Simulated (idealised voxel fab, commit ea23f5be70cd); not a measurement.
Name of the process module below: voxel gate over fins
Displayed cross-section: cut, width of 170 nm, square cells sized 5 nm.
Square cells in a grid make up a cross-section in this document, and the grid is given as bands, listed from the top down, each one or more rows of cells.
Heads up on the band format: heights come first, top then bottom, in nm. After that it's the materials left to right, each with its width in nm. A single material flagged "all across" fills the whole band edge to edge, and "blank" means there's empty space there.
Heads up on the height convention: 0 is the point under which the incoming wafer is all one material, and the lowest band has no bottom, it just keeps going down, like "0 nm and below".
A two-number width, for instance "30 to 40", indicates that the width is equal to the first number in the top row of the band and to the second number in the bottom row, and that it changes by a constant amount per row of cells.
Any step labelled "remained unchanged" changed none of the cells in the cross-section.
Reported under the label "Closed void catalog" are the empty spaces having no open way to the top and comprising 8 cells or more; the notation for each is width x height at distance, in which the distance is measured from the left edge and all three values are in nm.
Where a step's line continues beyond its settings, the continuation is a remark by the simulator itself on that step.
Steps that use a mask can have "overlay nm" on their line. It says how far the mask sat to the right of where it was meant to be. Negative means to the left.
-- plan
1 RECEIVE [material Si]
2 CONFORMAL_DEP [material SiN] [thk nm 5]
3 DIRECTIONAL_DEP [material aC] [thk nm 15]
4 PATTERN [tone cover] [mask id FINS] [material resist] [width nm 15] [pitch nm 45] [thk nm 35] [overlay nm 0]
5 DIRECTIONAL_ETCH [etch materials aC] [depth nm 15]
6 STRIP [etch materials resist]
7 DIRECTIONAL_ETCH [etch materials SiN] [depth nm 5]
8 DIRECTIONAL_ETCH [etch materials Si] [depth nm 40]
9 STRIP [etch materials aC]
10 OXIDIZE [depth nm 5]
11 FILL_DEP [material SiO2] [thk nm 5]
12 CMP [height nm 5]
13 SELECTIVE_ETCH [etch materials SiO2] [depth nm 15]
14 STRIP [etch materials SiN]
15 CONFORMAL_DEP [material HfO2] [thk nm 5]
16 CONFORMAL_DEP [material TiN] [thk nm 5]
17 FILL_DEP [material W] [thk nm 15]
18 CMP [height nm 20]
19 CONFORMAL_DEP [material SiCN] [thk nm 10]
-- Delivered wafer in cross-section: state after step 1
	0 nm and below | Si all across
	Closed void catalog: none
-- The first of two wafers, cross-sectioned at the end of the module, with the run proceeding as planned
	30 nm to 20 nm | SiCN all across
	20 nm to 10 nm | W all across
	10 nm to 5 nm | W 25 nm | TiN 25 nm | W 20 nm | TiN 25 nm | W 20 nm | TiN 25 nm | W 30 nm
	5 nm to 0 nm | W 25 nm | TiN 5 nm | HfO2 15 nm | TiN 5 nm | W 20 nm | TiN 5 nm | HfO2 15 nm | TiN 5 nm | W 20 nm | TiN 5 nm | HfO2 15 nm | TiN 5 nm | W 30 nm
	0 nm to -5 nm | TiN 30 nm | HfO2 5 nm | Si 5 nm | HfO2 5 nm | TiN 30 nm | HfO2 5 nm | Si 5 nm | HfO2 5 nm | TiN 30 nm | HfO2 5 nm | Si 5 nm | HfO2 5 nm | TiN 35 nm
	-5 nm to -10 nm | HfO2 35 nm | Si 5 nm | HfO2 40 nm | Si 5 nm | HfO2 40 nm | Si 5 nm | HfO2 40 nm
	-10 nm to -45 nm | SiO2 35 nm | Si 5 nm | SiO2 40 nm | Si 5 nm | SiO2 40 nm | Si 5 nm | SiO2 40 nm
	-45 nm and below | Si all across
	Closed void catalog: none
-- Here's the second of our two wafers sectioned at module end. Same start as the first, same plan, but one mistake got made running it
	30 nm to 20 nm | SiCN all across
	20 nm to 10 nm | W all across
	10 nm to 5 nm | W 20 nm | TiN 35 nm | W 10 nm | TiN 35 nm | W 10 nm | TiN 35 nm | W 25 nm
	5 nm to 0 nm | W 20 nm | TiN 5 nm | HfO2 25 nm | TiN 5 nm | W 10 nm | TiN 5 nm | HfO2 25 nm | TiN 5 nm | W 10 nm | TiN 5 nm | HfO2 25 nm | TiN 5 nm | W 25 nm
	0 nm to -5 nm | TiN 25 nm | HfO2 5 nm | Si 15 nm | HfO2 5 nm | TiN 20 nm | HfO2 5 nm | Si 15 nm | HfO2 5 nm | TiN 20 nm | HfO2 5 nm | Si 15 nm | HfO2 5 nm | TiN 30 nm
	-5 nm to -10 nm | HfO2 30 nm | Si 15 nm | HfO2 30 nm | Si 15 nm | HfO2 30 nm | Si 15 nm | HfO2 35 nm
	-10 nm to -45 nm | SiO2 30 nm | Si 15 nm | SiO2 30 nm | Si 15 nm | SiO2 30 nm | Si 15 nm | SiO2 35 nm
	-45 nm and below | Si all across
	Closed void catalog: none
Want to know what went wrong? step 4 did not happen as planned, as run it was PATTERN [tone cover] [mask id FINS] [material resist] [width nm 25] [pitch nm 45] [thk nm 35] [overlay nm 0]
FYI, end of process, the second wafer has more or fewer cells of some materials than the first: +54 Si, -42 SiO2, -12 W
